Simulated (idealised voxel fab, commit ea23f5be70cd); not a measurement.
The process module presented herein is designated voxel transistor to metal.
FYI the section here is cut, 210 nm wide, cells are 5 nm squares.
The cross-sections in this document take the form of a grid made of square cells. They are written out as bands, in order from top to bottom. Each band consists of one or more rows of cells. It is stipulated that each band's entry specify, in nanometres, the height of the top of the band and then that of its bottom, followed by the materials of the band in left-to-right sequence, each together with its width in nanometres. A single material marked by the word "throughout" is understood to fill the band from edge to edge; the word "empty" is understood to denote empty space. Heights are measured from 0, the level below which the as-received wafer is all one material; the lowest band has no bottom and continues downward, written as in "0 nm and below". Note: "30->40" means the width goes from the first number (top row of the band) to the second number (bottom row) in equal steps per row of cells. You'll sometimes find "no alterations made" written for a step, and that's the way of saying that nowhere in the cross-section did a cell change during that step. Under "Closed void table" you'll find the enclosed gaps, the ones with no way out to the top, that are 8 cells or bigger; each reads width x height at distance, with distance counted from the left edge, everything in nm. Read whatever lies past the settings on a step's line as the simulator's own remark about the step. "overlay nm" answers the question of how far to the right of plan the mask lay on a step that has a mask, and when it is negative the answer is to the left.

**These are the steps we planned for the process**
- 1: RECEIVE [material Si]
- 2: CONFORMAL_DEP [material SiO2] [thk nm 5]
- 3: CONFORMAL_DEP [material SiN] [thk nm 10]
- 4: DIRECTIONAL_DEP [material aC] [thk nm 10]
- 5: PATTERN [tone cover] [mask id ACTIVE] [material resist] [width nm 135] [thk nm 30] [overlay nm 0]
- 6: DIRECTIONAL_ETCH [etch materials aC] [depth nm 10]
- 7: STRIP [etch materials resist]
- 8: DIRECTIONAL_ETCH [etch materials SiN] [depth nm 10]
- 9: DIRECTIONAL_ETCH [etch materials SiO2] [depth nm 5]
- 10: DIRECTIONAL_ETCH [etch materials Si] [depth nm 25]
- 11: STRIP [etch materials aC]
- 12: OXIDIZE [depth nm 5]
- 13: FILL_DEP [material SiO2] [thk nm 15]
- 14: CMP [height nm 15]
- 15: SELECTIVE_ETCH [etch materials SiO2] [depth nm 5]
- 16: STRIP [etch materials SiN]
- 17: SELECTIVE_ETCH [etch materials SiO2] [depth nm 5]
- 18: OXIDIZE [depth nm 5]
- 19: DIRECTIONAL_DEP [material polySi] [thk nm 20]
- 20: DIRECTIONAL_DEP [material SiCN] [thk nm 15]
- 21: DIRECTIONAL_DEP [material aC] [thk nm 10]
- 22: PATTERN [tone cover] [mask id GATE] [material resist] [width nm 35] [thk nm 25] [overlay nm 0]
- 23: DIRECTIONAL_ETCH [etch materials aC] [depth nm 10]
- 24: STRIP [etch materials resist]
- 25: DIRECTIONAL_ETCH [etch materials SiCN] [depth nm 25]
- 26: DIRECTIONAL_ETCH [etch materials polySi] [depth nm 30]
- 27: STRIP [etch materials aC]
- 28: CONFORMAL_DEP [material SiO2] [thk nm 5]
- 29: DIRECTIONAL_ETCH [etch materials SiO2] [depth nm 5]
- 30: CONFORMAL_DEP [material SiN] [thk nm 5]
- 31: DIRECTIONAL_ETCH [etch materials SiN] [depth nm 5]
- 32: DIRECTIONAL_ETCH [etch materials SiO2] [depth nm 5]
- 33: EPI [material pSi] [thk nm 5]
- 34: FILL_DEP [material SiO2] [thk nm 10]
- 35: CMP [height nm 20]
- 36: STRIP [etch materials polySi]
- 37: SELECTIVE_ETCH [etch materials SiO2] [depth nm 5]
- 38: CONFORMAL_DEP [material HfO2] [thk nm 5]
- 39: CONFORMAL_DEP [material TiN] [thk nm 5]
- 40: FILL_DEP [material W] [thk nm 10]
- 41: CMP [height nm 15]
- 42: DIRECTIONAL_DEP [material SiO2] [thk nm 15]
- 43: MASKED_ETCH [tone open] [mask id CONTACT] [width nm 20] [pitch nm 95] [etch materials SiO2] [depth nm 30] [overlay nm 0]
- 44: CONFORMAL_DEP [material TiN] [thk nm 5]
- 45: FILL_DEP [material W] [thk nm 10]
- 46: CMP [height nm 30]
- 47: CONFORMAL_DEP [material SiN] [thk nm 5]
- 48: DIRECTIONAL_DEP [material SiO2] [thk nm 15]
- 49: PATTERN [tone open] [mask id METAL_1] [material resist] [width nm 20] [pitch nm 95] [thk nm 20] [overlay nm 0]
- 50: DIRECTIONAL_ETCH [etch materials SiO2] [depth nm 15]
- 51: DIRECTIONAL_ETCH [etch materials SiN] [depth nm 5]
- 52: STRIP [etch materials resist]
- 53: CONFORMAL_DEP [material TiN] [thk nm 5]
- 54: FILL_DEP [material Cu] [thk nm 10]
- 55: CMP [height nm 50]
- 56: EPI [material Ru] [thk nm 5]
- 57: FILL_DEP [material SiCN] [thk nm 5]

**Cross-section of the incoming wafer, state after step 1**
* 0 nm and below | Si throughout
* Closed void table: none

**Result of the module, cross-sectioned: start per above, plan per above, one error in how it was run**
* 60 nm to 55 nm | SiCN throughout
* 55 nm to 50 nm | SiCN: 40, then Ru: 30, then SiCN: 65, then Ru: 30, then SiCN: 45
* 50 nm to 35 nm | SiO2: 45, then TiN: 5, then Cu: 10, then TiN: 5, then SiO2: 75, then TiN: 5, then Cu: 10, then TiN: 5, then SiO2: 50
* 35 nm to 30 nm | SiN: 45, then TiN: 20, then SiN: 75, then TiN: 20, then SiN: 50
* 30 nm to 20 nm | W: 40, then TiN: 5, then SiO2: 20, then TiN: 5, then W: 65, then TiN: 5, then SiO2: 20, then TiN: 5, then W: 45
* 20 nm to 15 nm | W: 40, then TiN: 5, then SiO2: 20, then TiN: 75, then SiO2: 20, then TiN: 5, then W: 45
* 15 nm to 5 nm | W: 40->30, then TiN: 5->15, then SiO2: 20, then TiN: 10, then SiN: 5, then HfO2: 5, then TiN: 5, then W: 25, then TiN: 5, then HfO2: 5, then SiN: 5, then TiN: 10, then SiO2: 20, then TiN: 5->15, then W: 45->35
* 5 nm to 0 nm | TiN: 35, then SiN: 5, then TiN: 5, then SiO2: 20, then TiN: 10, then SiN: 5, then HfO2: 5, then TiN: 35, then HfO2: 5, then SiN: 5, then TiN: 10, then SiO2: 20, then TiN: 5, then SiN: 5, then TiN: 40
* 0 nm to -5 nm | SiO2: 40, then pSi: 35, then SiO2: 5, then HfO2: 45, then SiO2: 5, then pSi: 35, then SiO2: 45
* -5 nm to -30 nm | SiO2: 40, then Si: 125, then SiO2: 45
* -30 nm and below | Si throughout
* Closed void table: none
Run error: step 43 did not happen as planned, as run it was MASKED_ETCH [tone cover] [mask id CONTACT] [width nm 20] [pitch nm 95] [etch materials SiO2] [depth nm 30] [overlay nm 0]
